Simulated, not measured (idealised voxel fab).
process module | voxel transistor to metal
cross-section cut | 180 nm wide | cells 5 nm
A cross-section is a grid of square cells, given in bands from the top down. A band is one or more rows of cells.
Each band's line starts with the height of the band's top and of its bottom, in nm. Then come its materials from left to right, each with its width in nm. One material with "throughout" fills the band from edge to edge. "air" is empty space.
Height 0 is the level under which the wafer as received is all one material. The lowest band goes on downwards, as in "0 down".
A width such as "30 to 40" changes by the same amount from each row of cells to the next, from the band's top row to its bottom row.
"no change" after a step means that no cell of the cross-section changed.
closed voids: empty space of 8 cells or more with no open way to the top, each as width x height at its distance from the left edge, in nm
after a step's settings: what the simulator itself notes on the step
overlay nm, on a step with a mask: how far to the right of its planned place the mask lay; to the left if negative
plan
1 op RECEIVE | material Si
2 op CONFORMAL_DEP | material SiO2 | thk nm 5
3 op CONFORMAL_DEP | material SiN | thk nm 5
4 op PATTERN | tone cover | mask id ACTIVE | material resist | width nm 105 | thk nm 20 | overlay nm 0
5 op DIRECTIONAL_ETCH | etch materials SiN | depth nm 10
6 op DIRECTIONAL_ETCH | etch materials SiO2 | depth nm 5
7 op DIRECTIONAL_ETCH | etch materials Si | depth nm 20
8 op STRIP | etch materials resist
9 op OXIDIZE | depth nm 5
10 op FILL_DEP | material SiO2 | thk nm 10
11 op CMP | height nm 15
12 op SELECTIVE_ETCH | etch materials SiO2 | depth nm 5
13 op STRIP | etch materials SiN
14 op SELECTIVE_ETCH | etch materials SiO2 | depth nm 5
15 op OXIDIZE | depth nm 5
16 op DIRECTIONAL_DEP | material polySi | thk nm 20
17 op DIRECTIONAL_DEP | material SiCN | thk nm 10
18 op PATTERN | tone cover | mask id GATE | material resist | width nm 25 | thk nm 20 | overlay nm 0
19 op DIRECTIONAL_ETCH | etch materials SiCN | depth nm 20
20 op DIRECTIONAL_ETCH | etch materials polySi | depth nm 30
21 op STRIP | etch materials resist
22 op CONFORMAL_DEP | material SiN | thk nm 10
23 op DIRECTIONAL_ETCH | etch materials SiN | depth nm 10
24 op DIRECTIONAL_ETCH | etch materials SiO2 | depth nm 5
25 op DIRECTIONAL_ETCH | etch materials Si | depth nm 10
26 op EPI | material nSi | thk nm 10
27 op FILL_DEP | material SiO2 | thk nm 10
28 op CMP | height nm 30
29 op DIRECTIONAL_DEP | material SiO2 | thk nm 10
30 op DIRECTIONAL_DEP | material aC | thk nm 15
31 op PATTERN | tone open | mask id CONTACT | material resist | width nm 25 | pitch nm 60 | thk nm 35 | overlay nm 0
32 op DIRECTIONAL_ETCH | etch materials aC | depth nm 15
33 op STRIP | etch materials resist
34 op DIRECTIONAL_ETCH | etch materials SiO2 | depth nm 45
35 op STRIP | etch materials aC
36 op CONFORMAL_DEP | material TiN | thk nm 5
37 op FILL_DEP | material Ru | thk nm 10
38 op CMP | height nm 40
39 op DIRECTIONAL_DEP | material TiN | thk nm 5
40 op DIRECTIONAL_DEP | material W | thk nm 25
41 op DIRECTIONAL_DEP | material aC | thk nm 15
42 op PATTERN | tone cover | mask id METAL_1 | material resist | width nm 15 | pitch nm 70 | thk nm 35 | overlay nm 0
43 op DIRECTIONAL_ETCH | etch materials aC | depth nm 15
44 op STRIP | etch materials resist
45 op DIRECTIONAL_ETCH | etch materials W | depth nm 25
46 op DIRECTIONAL_ETCH | etch materials TiN | depth nm 5
47 op STRIP | etch materials aC
48 op CONFORMAL_DEP | material SiN | thk nm 5
49 op FILL_DEP | material lowk | thk nm 10
50 op CMP | height nm 70
51 op CONFORMAL_DEP | material SiCN | thk nm 5
52 op DIRECTIONAL_DEP | material lowk | thk nm 30
53 op DIRECTIONAL_DEP | material aC | thk nm 15
54 op PATTERN | tone open | mask id METAL_2 | material resist | width nm 15 | pitch nm 70 | thk nm 35 | overlay nm 0
55 op DIRECTIONAL_ETCH | etch materials aC | depth nm 15
56 op STRIP | etch materials resist
57 op DIRECTIONAL_ETCH | etch materials lowk | depth nm 15
58 op STRIP | etch materials aC
59 op MASKED_ETCH | tone open | mask id METAL_2_HOLES | width nm 15 | pitch nm 70 | etch materials lowk | depth nm 15 | overlay nm 0
60 op MASKED_ETCH | tone open | mask id METAL_2_HOLES | width nm 15 | pitch nm 70 | etch materials SiCN | depth nm 5 | overlay nm 0
61 op CONFORMAL_DEP | material TiN | thk nm 5
62 op FILL_DEP | material Cu | thk nm 10
63 op CMP | height nm 105
64 op CONFORMAL_DEP | material SiCN | thk nm 5
varied across the wafers: thk nm of step 3. The plan shows the first wafer's value. All wafers start alike
first wafer as received, after step 1
  0 down: Si throughout
  closed voids: none
first wafer at the end, after step 64
  110 to 105: SiCN throughout
  105 to 75: lowk 45 | TiN 5 | Cu 5 | TiN 5 | lowk 55 | TiN 5 | Cu 5 | TiN 5 | lowk 50
  75 to 70: SiCN 45 | TiN 15 | SiCN 55 | TiN 15 | SiCN 50
  70 to 45: lowk 40 | SiN 5 | W 15 | SiN 5 | lowk 45 | SiN 5 | W 15 | SiN 5 | lowk 45
  45 to 40: SiN 45 | TiN 15 | SiN 55 | TiN 15 | SiN 50
  40 to 30: SiO2 45 | TiN 5 | Ru 15 to 10 | TiN 5 to 10 | SiO2 35 | TiN 5 to 10 | Ru 15 to 10 | TiN 5 | SiO2 50
  30 to 20: SiO2 45 | TiN 5 | Ru 10 | TiN 5 | SiN 10 | SiCN 25 | SiN 10 | TiN 5 | Ru 10 | TiN 5 | SiO2 50
  20 to 10: SiO2 45 | TiN 5 | Ru 10 | TiN 5 | SiN 10 | polySi 25 | SiN 10 | TiN 5 | Ru 10 | TiN 5 | SiO2 50
  10 to 5: SiO2 45 | TiN 20 | SiN 10 | polySi 25 | SiN 10 | TiN 20 | SiO2 50
  5 to 0: SiO2 30 | SiN 10 | SiO2 5 | TiN 10 | nSi 10 | SiN 10 | polySi 25 | SiN 10 | nSi 10 | TiN 10 | SiO2 5 | SiN 10 | SiO2 35
  0 to -5: SiO2 45 | TiN 10 | nSi 10 | SiO2 45 | nSi 10 | TiN 10 | SiO2 50
  -5 to -15: SiO2 40 | nSi 25 | Si 45 | nSi 25 | SiO2 45
  -15 to -25: SiO2 40 | Si 95 | SiO2 45
  -25 down: Si throughout
  closed voids: none
last wafer at the end
  110 to 105: SiCN throughout
  105 to 75: lowk 45 | TiN 5 | Cu 5 | TiN 5 | lowk 55 | TiN 5 | Cu 5 | TiN 5 | lowk 50
  75 to 70: SiCN 45 | TiN 15 | SiCN 55 | TiN 15 | SiCN 50
  70 to 45: lowk 40 | SiN 5 | W 15 | SiN 5 | lowk 45 | SiN 5 | W 15 | SiN 5 | lowk 45
  45 to 40: SiN 45 | TiN 15 | SiN 55 | TiN 15 | SiN 50
  40 to 30: SiO2 45 | TiN 5 | Ru 15 to 10 | TiN 5 to 10 | SiO2 35 | TiN 5 to 10 | Ru 15 to 10 | TiN 5 | SiO2 50
  30 to 20: SiO2 45 | TiN 5 | Ru 10 | TiN 5 | SiN 10 | SiCN 25 | SiN 10 | TiN 5 | Ru 10 | TiN 5 | SiO2 50
  20 to 10: SiO2 45 | TiN 5 | Ru 10 | TiN 5 | SiN 10 | polySi 25 | SiN 10 | TiN 5 | Ru 10 | TiN 5 | SiO2 50
  10 to 5: SiO2 45 | TiN 20 | SiN 10 | polySi 25 | SiN 10 | TiN 20 | SiO2 50
  5 to 0: SiO2 45 | TiN 10 | nSi 10 | SiN 10 | polySi 25 | SiN 10 | nSi 10 | TiN 10 | SiO2 50
  0 to -5: SiO2 45 | TiN 10 | nSi 10 | SiO2 45 | nSi 10 | TiN 10 | SiO2 50
  -5 to -15: nSi 65 | Si 45 | nSi 70
  -15 down: Si throughout
  closed voids: none
each wafer at the end: cells of each material gained (+) or lost (-) since it was received, then its closed voids
thk nm 5 | +12 Cu | +26 Ru | -124 Si | +76 SiCN | +78 SiN | +258 SiO2 | +78 TiN | +30 W | +310 lowk | +28 nSi | +20 polySi | closed voids: none
thk nm 10 | +12 Cu | +26 Ru | -124 Si | +76 SiCN | +78 SiN | +258 SiO2 | +78 TiN | +30 W | +310 lowk | +28 nSi | +20 polySi | closed voids: none
thk nm 15 | +12 Cu | +26 Ru | -90 Si | +76 SiCN | +74 SiN | +194 SiO2 | +78 TiN | +30 W | +310 lowk | +62 nSi | +20 polySi | closed voids: none
thk nm 20 | +12 Cu | +26 Ru | -90 Si | +76 SiCN | +74 SiN | +194 SiO2 | +78 TiN | +30 W | +310 lowk | +62 nSi | +20 polySi | closed voids: none
thk nm 25 | +12 Cu | +26 Ru | -90 Si | +76 SiCN | +74 SiN | +194 SiO2 | +78 TiN | +30 W | +310 lowk | +62 nSi | +20 polySi | closed voids: none
